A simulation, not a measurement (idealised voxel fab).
Module name: voxel gate over fins (process module)
The width of the displayed cross-section, cut, is 265 nm; its cells are square, with a size of 5 nm.
In what follows, cross-sections appear as grids of square cells, described through bands that run from the top down, where every band is one or more rows of cells. Read a band's entry like this: the first values are the height of its top and the height of its bottom in nm, and what follows is the sequence of materials from left to right, each with its width in nm. Note that "blank" is empty space, and that a single material marked "edge to edge" reaches across the band from edge to edge. Height is counted from the level 0, under which the received wafer is composed throughout of one material. The lowest of the bands is not closed at the bottom but continues downward, in the notation "z 0 and below". The expression "30 to 40" gives the width at the extremes of the band, the first number at its top row of cells and the second at its bottom row, with the width changing by equal amounts from each row to the next in between. What does "left unchanged" mean for a step? It means no cell of the cross-section changed in that step. "Entrapped voids" contains a list of empty spaces, each no smaller than 8 cells and without an open way to the top, written in the form width x height at distance with the distance from the left edge and all three in nm. Heads up: the bit after the settings on a step's line is the simulator's remark on that step. A step's line can hold "overlay nm"; with a mask on that step, the setting says how far right of the planned place the mask lay, while a negative setting says it lay to the left.

PROCESS STEPS (PLANNED)
- 1: op RECEIVE | material Si
- 2: op CONFORMAL_DEP | material SiN | thk nm 5
- 3: op MASKED_ETCH | tone cover | mask id FINS | width nm 15 | pitch nm 35 | etch materials SiN | depth nm 5 | overlay nm -15
- 4: op MASKED_ETCH | tone cover | mask id FINS | width nm 15 | pitch nm 35 | etch materials Si | depth nm 30 | overlay nm 0
- 5: op FILL_DEP | material SiO2 | thk nm 10
- 6: op CMP | height nm 5
- 7: op SELECTIVE_ETCH | etch materials SiO2 | depth nm 15
- 8: op STRIP | etch materials SiN
- 9: op CONFORMAL_DEP | material HfO2 | thk nm 5
- 10: op CONFORMAL_DEP | material TiN | thk nm 5
- 11: op FILL_DEP | material W | thk nm 15
- 12: op CMP | height nm 20
- 13: op CONFORMAL_DEP | material SiCN | thk nm 5
The plan's step 3 overlay nm is the first wafer's value; the wafers differ in this setting and start identical.

RECEIVED WAFERS, FIRST OF SEVERAL: CROSS-SECTION AFTER STEP 1
* z 0 and below = Si edge to edge
* Entrapped voids: none

TABLE: WAFERS, A ROW EACH; END-OF-MODULE CELL CHANGE PER MATERIAL SINCE RECEIPT, GAIN (+), LOSS (-); THEN CLOSED VOIDS
overlay nm -15 | +61 HfO2 | -210 Si | +53 SiCN | +140 SiO2 | +57 TiN | +164 W | Entrapped voids: none
overlay nm -10 | +65 HfO2 | -228 Si | +53 SiCN | +152 SiO2 | +57 TiN | +166 W | Entrapped voids: none
overlay nm -5 | +65 HfO2 | -246 Si | +53 SiCN | +164 SiO2 | +61 TiN | +168 W | Entrapped voids: none
overlay nm 0 | +65 HfO2 | -264 Si | +53 SiCN | +176 SiO2 | +65 TiN | +170 W | Entrapped voids: none
overlay nm 5 | +65 HfO2 | -246 Si | +53 SiCN | +164 SiO2 | +61 TiN | +168 W | Entrapped voids: none
overlay nm 10 | +65 HfO2 | -228 Si | +53 SiCN | +152 SiO2 | +57 TiN | +166 W | Entrapped voids: none
overlay nm 15 | +61 HfO2 | -210 Si | +53 SiCN | +140 SiO2 | +57 TiN | +164 W | Entrapped voids: none
